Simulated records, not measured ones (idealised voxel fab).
process module | voxel ribs on slabs
cross-section cut | 295 nm wide | cells 5 nm
A cross-section is a grid of square cells, given in bands from the top down. A band is one or more rows of cells.
Each band's line starts with the height of the band's top and of its bottom, in nm. Then come its materials from left to right, each with its width in nm. One material with "throughout" fills the band from edge to edge. "air" is empty space.
Height 0 is the level under which the wafer as received is all one material. The lowest band goes on downwards, as in "0 down".
A width such as "30 to 40" changes by the same amount from each row of cells to the next, from the band's top row to its bottom row.
"no change" after a step means that no cell of the cross-section changed.
closed voids: empty space of 8 cells or more with no open way to the top, each as width x height at its distance from the left edge, in nm
after a step's settings: what the simulator itself notes on the step
overlay nm, on a step with a mask: how far to the right of its planned place the mask lay; to the left if negative
plan
1 op RECEIVE | material Si
2 op DIRECTIONAL_DEP | material SiO2 | thk nm 25
3 op DIRECTIONAL_DEP | material polySi | thk nm 15
4 op PATTERN | tone cover | mask id RIB | material resist | width nm 30 | thk nm 15 | overlay nm 0
5 op DIRECTIONAL_ETCH | etch materials polySi | depth nm 5
6 op STRIP | etch materials resist
7 op MASKED_ETCH | tone cover | mask id SLAB | width nm 60 | etch materials polySi | depth nm 10 | overlay nm 0
8 op FILL_DEP | material SiO2 | thk nm 20
9 op CMP | height nm 55
10 op DIRECTIONAL_DEP | material TiN | thk nm 5
11 op MASKED_ETCH | tone cover | mask id HEATER | width nm 40 | etch materials TiN | depth nm 5 | overlay nm 0
12 op CONFORMAL_DEP | material SiN | thk nm 5
first wafer, as planned
as received, after step 1
  0 down: Si throughout
  closed voids: none
after step 2
  25 to 0: SiO2 throughout
  below 0: unchanged
after step 3
  40 to 25: polySi throughout
  below 25: unchanged
after step 4
  55 to 40: air 130 | resist 30 | air 135
  below 40: unchanged
after step 5
  55 to 40: air 130 | resist 30 | air 135
  40 to 35: air 130 | polySi 30 | air 135
  below 35: unchanged
after step 6
  40 to 35: air 130 | polySi 30 | air 135
  below 35: unchanged
after step 7
  40 to 35: air 130 | polySi 30 | air 135
  35 to 25: air 115 | polySi 60 | air 120
  below 25: unchanged
after step 8
  60 to 40: SiO2 throughout
  40 to 35: SiO2 130 | polySi 30 | SiO2 135
  35 to 25: SiO2 115 | polySi 60 | SiO2 120
  below 25: unchanged
after step 9
  55 to 40: SiO2 throughout
  below 40: unchanged
after step 10
  60 to 55: TiN throughout
  below 55: unchanged
after step 11
  60 to 55: air 125 | TiN 40 | air 130
  below 55: unchanged
after step 12
  65 to 60: air 120 | SiN 50 | air 125
  60 to 55: SiN 125 | TiN 40 | SiN 130
  below 55: unchanged
second wafer: like start, like plan, one mistake. Through step 7 it matches the first wafer
when step 8 should have ended
  60 to 25: polySi throughout
  below 25: unchanged
when step 9 should have ended
  55 to 25: polySi throughout
  below 25: unchanged
when step 10 should have ended
  60 to 55: TiN throughout
  below 55: unchanged
when step 11 should have ended
  60 to 55: air 125 | TiN 40 | air 130
  below 55: unchanged
when step 12 should have ended
  65 to 60: air 120 | SiN 50 | air 125
  60 to 55: SiN 125 | TiN 40 | SiN 130
  below 55: unchanged
what went wrong: step 8 ran as: op FILL_DEP | material polySi | thk nm 20
at the end the second wafer has, in cells: 324 fewer of SiO2 | 324 more of polySi
